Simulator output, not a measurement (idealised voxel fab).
process module | voxel self aligned contacts
cross-section cut | 145 nm wide | cells 5 nm
A cross-section is a grid of square cells, given in bands from the top down. A band is one or more rows of cells.
Each band's line starts with the height of the band's top and of its bottom, in nm. Then come its materials from left to right, each with its width in nm. One material with "throughout" fills the band from edge to edge. "air" is empty space.
Height 0 is the level under which the wafer as received is all one material. The lowest band goes on downwards, as in "0 down".
A width such as "30 to 40" changes by the same amount from each row of cells to the next, from the band's top row to its bottom row.
"no change" after a step means that no cell of the cross-section changed.
closed voids: empty space of 8 cells or more with no open way to the top, each as width x height at its distance from the left edge, in nm
after a step's settings: what the simulator itself notes on the step
overlay nm, on a step with a mask: how far to the right of its planned place the mask lay; to the left if negative
plan
1 op RECEIVE | material Si
2 op OXIDIZE | depth nm 5
3 op DIRECTIONAL_DEP | material polySi | thk nm 20
4 op DIRECTIONAL_DEP | material SiN | thk nm 25
5 op DIRECTIONAL_DEP | material aC | thk nm 10
6 op PATTERN | tone cover | mask id GATE | material resist | width nm 35 | pitch nm 75 | thk nm 25 | overlay nm 0
7 op DIRECTIONAL_ETCH | etch materials aC | depth nm 10
8 op STRIP | etch materials resist
9 op DIRECTIONAL_ETCH | etch materials SiN | depth nm 25
10 op DIRECTIONAL_ETCH | etch materials polySi | depth nm 20
11 op STRIP | etch materials aC
12 op CONFORMAL_DEP | material SiN | thk nm 10
13 op DIRECTIONAL_ETCH | etch materials SiN | depth nm 10
14 op FILL_DEP | material SiO2 | thk nm 15
15 op CMP | height nm 55
16 op MASKED_ETCH | tone open | mask id CONTACT | width nm 50 | etch materials SiO2 | depth nm 60 | overlay nm 0
17 op CONFORMAL_DEP | material TiN | thk nm 5
18 op FILL_DEP | material Ru | thk nm 5
19 op CMP | height nm 55
20 op CONFORMAL_DEP | material SiCN | thk nm 5
first wafer, as planned
as received, after step 1
  0 down: Si throughout
  closed voids: none
after step 2
  0 to -5: SiO2 throughout
  below -5: unchanged
after step 3
  20 to 0: polySi throughout
  below 0: unchanged
after step 4
  45 to 20: SiN throughout
  below 20: unchanged
after step 5
  55 to 45: aC throughout
  below 45: unchanged
after step 6
  80 to 55: air 15 | resist 35 | air 40 | resist 35 | air 20
  below 55: unchanged
after step 7
  70 to 55: air 15 | resist 35 | air 40 | resist 35 | air 20
  55 to 45: air 15 | aC 35 | air 40 | aC 35 | air 20
  below 45: unchanged
after step 8
  55 to 45: air 15 | aC 35 | air 40 | aC 35 | air 20
  below 45: unchanged
after step 9
  55 to 45: air 15 | aC 35 | air 40 | aC 35 | air 20
  45 to 20: air 15 | SiN 35 | air 40 | SiN 35 | air 20
  below 20: unchanged
after step 10
  55 to 45: air 15 | aC 35 | air 40 | aC 35 | air 20
  45 to 20: air 15 | SiN 35 | air 40 | SiN 35 | air 20
  20 to 0: air 15 | polySi 35 | air 40 | polySi 35 | air 20
  below 0: unchanged
after step 11
  45 to 20: air 15 | SiN 35 | air 40 | SiN 35 | air 20
  below 20: unchanged
after step 12
  55 to 20: air 5 | SiN 55 | air 20 | SiN 55 | air 10
  20 to 10: air 5 | SiN 10 | polySi 35 | SiN 10 | air 20 | SiN 10 | polySi 35 | SiN 10 | air 10
  10 to 0: SiN 15 | polySi 35 | SiN 40 | polySi 35 | SiN 20
  below 0: unchanged
after step 13
  45 to 20: air 5 | SiN 55 | air 20 | SiN 55 | air 10
  20 to 0: air 5 | SiN 10 | polySi 35 | SiN 10 | air 20 | SiN 10 | polySi 35 | SiN 10 | air 10
  below 0: unchanged
after step 14
  60 to 45: SiO2 throughout
  45 to 20: SiO2 5 | SiN 55 | SiO2 20 | SiN 55 | SiO2 10
  20 to 0: SiO2 5 | SiN 10 | polySi 35 | SiN 10 | SiO2 20 | SiN 10 | polySi 35 | SiN 10 | SiO2 10
  below 0: unchanged
after step 15
  55 to 45: SiO2 throughout
  below 45: unchanged
after step 16
  55 to 45: SiO2 45 | air 50 | SiO2 50
  45 to 20: SiO2 5 | SiN 55 | air 20 | SiN 55 | SiO2 10
  20 to 0: SiO2 5 | SiN 10 | polySi 35 | SiN 10 | air 20 | SiN 10 | polySi 35 | SiN 10 | SiO2 10
  0 to -5: SiO2 60 | air 20 | SiO2 65
  below -5: unchanged
after step 17
  60 to 55: TiN 50 | air 40 | TiN 55
  55 to 45: SiO2 45 | TiN 5 to 20 | air 40 to 10 | TiN 5 to 20 | SiO2 50
  45 to 20: SiO2 5 | SiN 55 | TiN 5 | air 10 | TiN 5 | SiN 55 | SiO2 10
  20 to 0: SiO2 5 | SiN 10 | polySi 35 | SiN 10 | TiN 5 | air 10 | TiN 5 | SiN 10 | polySi 35 | SiN 10 | SiO2 10
  0 to -5: SiO2 60 | TiN 20 | SiO2 65
  below -5: unchanged
after step 18
  65 to 60: Ru throughout
  60 to 55: TiN 50 | Ru 40 | TiN 55
  55 to 45: SiO2 45 | TiN 5 to 20 | Ru 40 to 10 | TiN 5 to 20 | SiO2 50
  45 to 20: SiO2 5 | SiN 55 | TiN 5 | Ru 10 | TiN 5 | SiN 55 | SiO2 10
  20 to 0: SiO2 5 | SiN 10 | polySi 35 | SiN 10 | TiN 5 | Ru 10 | TiN 5 | SiN 10 | polySi 35 | SiN 10 | SiO2 10
  below 0: unchanged
after step 19
  55 to 45: SiO2 45 | TiN 5 to 20 | Ru 40 to 10 | TiN 5 to 20 | SiO2 50
  below 45: unchanged
after step 20
  60 to 55: SiCN throughout
  below 55: unchanged
second wafer: like start, like plan, one mistake. Through step 1 it matches the first wafer
when step 2 should have ended
  0 to -10: SiO2 throughout
  below -10: unchanged
when step 3 should have ended
  20 to 0: polySi throughout
  below 0: unchanged
when step 4 should have ended
  45 to 20: SiN throughout
  below 20: unchanged
when step 5 should have ended
  55 to 45: aC throughout
  below 45: unchanged
when step 6 should have ended
  80 to 55: air 15 | resist 35 | air 40 | resist 35 | air 20
  below 55: unchanged
when step 7 should have ended
  70 to 55: air 15 | resist 35 | air 40 | resist 35 | air 20
  55 to 45: air 15 | aC 35 | air 40 | aC 35 | air 20
  below 45: unchanged
when step 8 should have ended
  55 to 45: air 15 | aC 35 | air 40 | aC 35 | air 20
  below 45: unchanged
when step 9 should have ended
  55 to 45: air 15 | aC 35 | air 40 | aC 35 | air 20
  45 to 20: air 15 | SiN 35 | air 40 | SiN 35 | air 20
  below 20: unchanged
when step 10 should have ended
  55 to 45: air 15 | aC 35 | air 40 | aC 35 | air 20
  45 to 20: air 15 | SiN 35 | air 40 | SiN 35 | air 20
  20 to 0: air 15 | polySi 35 | air 40 | polySi 35 | air 20
  below 0: unchanged
when step 11 should have ended
  45 to 20: air 15 | SiN 35 | air 40 | SiN 35 | air 20
  below 20: unchanged
when step 12 should have ended
  55 to 20: air 5 | SiN 55 | air 20 | SiN 55 | air 10
  20 to 10: air 5 | SiN 10 | polySi 35 | SiN 10 | air 20 | SiN 10 | polySi 35 | SiN 10 | air 10
  10 to 0: SiN 15 | polySi 35 | SiN 40 | polySi 35 | SiN 20
  below 0: unchanged
when step 13 should have ended
  45 to 20: air 5 | SiN 55 | air 20 | SiN 55 | air 10
  20 to 0: air 5 | SiN 10 | polySi 35 | SiN 10 | air 20 | SiN 10 | polySi 35 | SiN 10 | air 10
  below 0: unchanged
when step 14 should have ended
  60 to 45: SiO2 throughout
  45 to 20: SiO2 5 | SiN 55 | SiO2 20 | SiN 55 | SiO2 10
  20 to 0: SiO2 5 | SiN 10 | polySi 35 | SiN 10 | SiO2 20 | SiN 10 | polySi 35 | SiN 10 | SiO2 10
  below 0: unchanged
when step 15 should have ended
  55 to 45: SiO2 throughout
  below 45: unchanged
when step 16 should have ended
  55 to 45: SiO2 45 | air 50 | SiO2 50
  45 to 20: SiO2 5 | SiN 55 | air 20 | SiN 55 | SiO2 10
  20 to 0: SiO2 5 | SiN 10 | polySi 35 | SiN 10 | air 20 | SiN 10 | polySi 35 | SiN 10 | SiO2 10
  0 to -5: SiO2 60 | air 20 | SiO2 65
  below -5: unchanged
when step 17 should have ended
  60 to 55: TiN 50 | air 40 | TiN 55
  55 to 45: SiO2 45 | TiN 5 to 20 | air 40 to 10 | TiN 5 to 20 | SiO2 50
  45 to 20: SiO2 5 | SiN 55 | TiN 5 | air 10 | TiN 5 | SiN 55 | SiO2 10
  20 to 0: SiO2 5 | SiN 10 | polySi 35 | SiN 10 | TiN 5 | air 10 | TiN 5 | SiN 10 | polySi 35 | SiN 10 | SiO2 10
  0 to -5: SiO2 60 | TiN 20 | SiO2 65
  below -5: unchanged
when step 18 should have ended
  65 to 60: Ru throughout
  60 to 55: TiN 50 | Ru 40 | TiN 55
  55 to 45: SiO2 45 | TiN 5 to 20 | Ru 40 to 10 | TiN 5 to 20 | SiO2 50
  45 to 20: SiO2 5 | SiN 55 | TiN 5 | Ru 10 | TiN 5 | SiN 55 | SiO2 10
  20 to 0: SiO2 5 | SiN 10 | polySi 35 | SiN 10 | TiN 5 | Ru 10 | TiN 5 | SiN 10 | polySi 35 | SiN 10 | SiO2 10
  below 0: unchanged
when step 19 should have ended
  55 to 45: SiO2 45 | TiN 5 to 20 | Ru 40 to 10 | TiN 5 to 20 | SiO2 50
  below 45: unchanged
when step 20 should have ended
  60 to 55: SiCN throughout
  below 55: unchanged
what went wrong: step 2 ran as: op OXIDIZE | depth nm 10
at the end the second wafer has, in cells: 29 fewer of Si | 29 more of SiO2
